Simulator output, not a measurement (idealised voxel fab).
The name of this process module is voxel self aligned vias.
We display cut, a cross-section 225 nm in width whose square cells are each 5 nm.
Cross-section layout: square cells on a grid; listed as bands, top to bottom; a band spans one or more cell rows. The band entry comprises the height of the band's top followed by the height of its bottom, expressed in nm, and subsequently the band's materials from left to right, each stated together with its width in nm. Where a single material is marked with the word "full width", that material fills the band from edge to edge. The word "empty" represents empty space. All heights in this document are referenced to 0, defined as the level beneath which the wafer, as received, consists entirely of one material. The lowest band is not bounded below; it extends indefinitely downward and is written in the form "0 down". A two-number width, for instance "30->40", indicates that the width is equal to the first number in the top row of the band and to the second number in the bottom row, and that it changes by a constant amount per row of cells. "no alterations made" means the step left every cell of the cross-section as it was. The entry titled "Enclosed cavity list" provides the empty spaces that have no open way to the top, restricted to those of 8 cells or more. Each is presented as width x height at distance, the distance being measured from the left edge, with all three in nm. Whatever follows a step's settings on its line is a remark the simulator itself makes about that step. overlay nm: mask right of planned place by this much (step with mask). Neg. = left.
Steps planned for the process
1: RECEIVE with material Si
2: CONFORMAL_DEP with material SiO2, thk nm 15
3: CONFORMAL_DEP with material SiCN, thk nm 5
4: DIRECTIONAL_DEP with material SiO2, thk nm 25
5: MASKED_ETCH with tone open, mask id LINES, width nm 25, pitch nm 55, etch materials SiO2, depth nm 25, overlay nm 0
6: CONFORMAL_DEP with material TiN, thk nm 5
7: FILL_DEP with material W, thk nm 10
8: CMP with height nm 45
9: SELECTIVE_ETCH with etch materials W Ru TiN, depth nm 5
10: FILL_DEP with material SiN, thk nm 5
11: CMP with height nm 45
12: DIRECTIONAL_DEP with material SiO2, thk nm 15
13: MASKED_ETCH with tone open, mask id VIAS, width nm 35, pitch nm 55, etch materials SiO2, depth nm 15, overlay nm 0
14: MASKED_ETCH with tone open, mask id VIAS, width nm 35, pitch nm 55, etch materials SiN, depth nm 5, overlay nm 0
15: CONFORMAL_DEP with material TiN, thk nm 5
16: FILL_DEP with material W, thk nm 10
17: CMP with height nm 60
18: CONFORMAL_DEP with material SiN, thk nm 5
All wafers enter the flow in the same state. The thk nm at step 18 differs from wafer to wafer, and the plan gives the value for the first wafer.
First of several wafers, received after step 1, in cross-section
* 0 down = Si full width
* Enclosed cavity list: none
Below, a row for every wafer. Read it as the end-of-module picture: for each material the wafer shows its cells gained (+) or lost (-) since it was received, and then its closed voids
thk nm 5 | +45 SiCN | +45 SiN | +403 SiO2 | +48 TiN | +44 W | Enclosed cavity list: none
thk nm 10 | +45 SiCN | +90 SiN | +403 SiO2 | +48 TiN | +44 W | Enclosed cavity list: none
thk nm 15 | +45 SiCN | +135 SiN | +403 SiO2 | +48 TiN | +44 W | Enclosed cavity list: none
thk nm 20 | +45 SiCN | +180 SiN | +403 SiO2 | +48 TiN | +44 W | Enclosed cavity list: none
